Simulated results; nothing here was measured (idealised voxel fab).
Proc. module: voxel spacer lines
For reference, the cross-section in this document is cut, with width 235 nm and square cells of 5 nm.
Format of a cross-section: grid, square cells. Given as bands. Order: top down. Band: one or more rows of cells. Band: top height; bottom height; in nm. Then, left to right: material with width in nm, for each material. "everywhere": a single material spanning edge to edge. "empty": empty space. Height 0 is the level under which the wafer as received is all one material. The lowest band goes on downwards, as in "0 down". With a width like "30 to 40", each row of cells in the band differs from the next by the same amount, the top row carrying the first number and the bottom row the second. When a step is marked "all unchanged", none of the cells in the cross-section changed during that step. Basically, "Enclosed internal cavities" tells you about the enclosed voids: empty spaces with no open way to the top, 8 cells or bigger, each written width x height at distance, where distance is from the left edge, all in nm. What comes after the settings on a step's line is commentary from the simulator itself on that step. overlay nm: how far to the right of its planned place the mask lay on this masked step (negative: to the left).

plan:
1) RECEIVE [material Si]
2) CONFORMAL_DEP [material Al2O3] [thk nm 10]
3) DIRECTIONAL_DEP [material SiN] [thk nm 15]
4) DIRECTIONAL_DEP [material polySi] [thk nm 20]
5) PATTERN [tone cover] [mask id MANDREL] [material resist] [width nm 20] [pitch nm 70] [thk nm 25] [overlay nm -15]
6) DIRECTIONAL_ETCH [etch materials polySi] [depth nm 20]
7) STRIP [etch materials resist]
8) CONFORMAL_DEP [material SiO2] [thk nm 15]
9) DIRECTIONAL_ETCH [etch materials SiO2] [depth nm 15]
10) STRIP [etch materials polySi]
11) DIRECTIONAL_ETCH [etch materials SiN] [depth nm 15]
12) STRIP [etch materials SiO2]
13) FILL_DEP [material lowk] [thk nm 5]
14) CMP [height nm 25]
Wafers differ in overlay nm at step 5; plan lists the first wafer's value; identical starting state.

Cross-section of the first of several wafers as received (after step 1):
> 0 down: Si everywhere
> Enclosed internal cavities: none

Heads up, this table goes wafer by wafer. A row tells you, at the end of the module, how many cells of each material that wafer has put on (+) or dropped (-) since it was received, and then its closed voids:
overlay nm -15; +94 Al2O3; +36 SiN; +105 lowk; Enclosed internal cavities: none
overlay nm -10; +94 Al2O3; +36 SiN; +105 lowk; Enclosed internal cavities: none
overlay nm -5; +94 Al2O3; +36 SiN; +105 lowk; Enclosed internal cavities: none
overlay nm 0; +94 Al2O3; +36 SiN; +105 lowk; Enclosed internal cavities: none
overlay nm 5; +94 Al2O3; +36 SiN; +105 lowk; Enclosed internal cavities: none
overlay nm 10; +94 Al2O3; +36 SiN; +105 lowk; Enclosed internal cavities: none
overlay nm 15; +94 Al2O3; +36 SiN; +105 lowk; Enclosed internal cavities: none
